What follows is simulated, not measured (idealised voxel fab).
process module | voxel ribs on slabs
cross-section cut | 285 nm wide | cells 5 nm
A cross-section is a grid of square cells, given in bands from the top down. A band is one or more rows of cells.
Each band's line starts with the height of the band's top and of its bottom, in nm. Then come its materials from left to right, each with its width in nm. One material with "throughout" fills the band from edge to edge. "air" is empty space.
Height 0 is the level under which the wafer as received is all one material. The lowest band goes on downwards, as in "0 down".
A width such as "30 to 40" changes by the same amount from each row of cells to the next, from the band's top row to its bottom row.
"no change" after a step means that no cell of the cross-section changed.
closed voids: empty space of 8 cells or more with no open way to the top, each as width x height at its distance from the left edge, in nm
after a step's settings: what the simulator itself notes on the step
overlay nm, on a step with a mask: how far to the right of its planned place the mask lay; to the left if negative
plan
1 op RECEIVE | material Si
2 op DIRECTIONAL_DEP | material SiO2 | thk nm 20
3 op DIRECTIONAL_DEP | material polySi | thk nm 25
4 op PATTERN | tone cover | mask id RIB | material resist | width nm 30 | thk nm 20 | overlay nm 0
5 op DIRECTIONAL_ETCH | etch materials polySi | depth nm 5
6 op STRIP | etch materials resist
7 op PATTERN | tone cover | mask id SLAB | material resist | width nm 60 | thk nm 15 | overlay nm 0
8 op DIRECTIONAL_ETCH | etch materials polySi | depth nm 20
9 op STRIP | etch materials resist
10 op FILL_DEP | material SiO2 | thk nm 30
11 op CMP | height nm 65
12 op DIRECTIONAL_DEP | material W | thk nm 10
13 op PATTERN | tone cover | mask id HEATER | material resist | width nm 40 | thk nm 15 | overlay nm 0
14 op DIRECTIONAL_ETCH | etch materials W | depth nm 10
15 op STRIP | etch materials resist
16 op CONFORMAL_DEP | material SiN | thk nm 5
first wafer, as planned
as received, after step 1
  0 down: Si throughout
  closed voids: none
after step 2
  20 to 0: SiO2 throughout
  below 0: unchanged
after step 3
  45 to 20: polySi throughout
  below 20: unchanged
after step 4
  65 to 45: air 125 | resist 30 | air 130
  below 45: unchanged
after step 5
  65 to 45: air 125 | resist 30 | air 130
  45 to 40: air 125 | polySi 30 | air 130
  below 40: unchanged
after step 6
  45 to 40: air 125 | polySi 30 | air 130
  below 40: unchanged
after step 7
  60 to 45: air 110 | resist 60 | air 115
  45 to 40: air 110 | resist 15 | polySi 30 | resist 15 | air 115
  below 40: unchanged
after step 8
  60 to 45: air 110 | resist 60 | air 115
  45 to 40: air 110 | resist 15 | polySi 30 | resist 15 | air 115
  40 to 20: air 110 | polySi 60 | air 115
  below 20: unchanged
after step 9
  45 to 40: air 125 | polySi 30 | air 130
  below 40: unchanged
after step 10
  75 to 45: SiO2 throughout
  45 to 40: SiO2 125 | polySi 30 | SiO2 130
  40 to 20: SiO2 110 | polySi 60 | SiO2 115
  below 20: unchanged
after step 11
  65 to 45: SiO2 throughout
  below 45: unchanged
after step 12
  75 to 65: W throughout
  below 65: unchanged
after step 13
  90 to 75: air 120 | resist 40 | air 125
  below 75: unchanged
after step 14
  90 to 75: air 120 | resist 40 | air 125
  75 to 65: air 120 | W 40 | air 125
  below 65: unchanged
after step 15
  75 to 65: air 120 | W 40 | air 125
  below 65: unchanged
after step 16
  80 to 75: air 115 | SiN 50 | air 120
  75 to 70: air 115 | SiN 5 | W 40 | SiN 5 | air 120
  70 to 65: SiN 120 | W 40 | SiN 125
  below 65: unchanged
second wafer: like start, like plan, one mistake. Through step 1 it matches the first wafer
when step 2 should have ended
  25 to 0: polySi throughout
  below 0: unchanged
when step 3 should have ended
  45 to 25: SiO2 throughout
  below 25: unchanged
when step 4 should have ended
  65 to 45: air 125 | resist 30 | air 130
  below 45: unchanged
when step 5 should have ended: no change
when step 6 should have ended
  45 to 25: SiO2 throughout
  below 25: unchanged
when step 7 should have ended
  60 to 45: air 110 | resist 60 | air 115
  below 45: unchanged
when step 8 should have ended: no change
when step 9 should have ended
  45 to 25: SiO2 throughout
  below 25: unchanged
when step 10 should have ended
  75 to 25: SiO2 throughout
  below 25: unchanged
when step 11 should have ended
  65 to 25: SiO2 throughout
  below 25: unchanged
when step 12 should have ended
  75 to 65: W throughout
  below 65: unchanged
when step 13 should have ended
  90 to 75: air 120 | resist 40 | air 125
  below 75: unchanged
when step 14 should have ended
  90 to 75: air 120 | resist 40 | air 125
  75 to 65: air 120 | W 40 | air 125
  below 65: unchanged
when step 15 should have ended
  75 to 65: air 120 | W 40 | air 125
  below 65: unchanged
when step 16 should have ended
  80 to 75: air 115 | SiN 50 | air 120
  75 to 70: air 115 | SiN 5 | W 40 | SiN 5 | air 120
  70 to 65: SiN 120 | W 40 | SiN 125
  below 65: unchanged
what went wrong: steps 2 and 3 were swapped
at the end the second wafer has, in cells: 231 fewer of SiO2 | 231 more of polySi
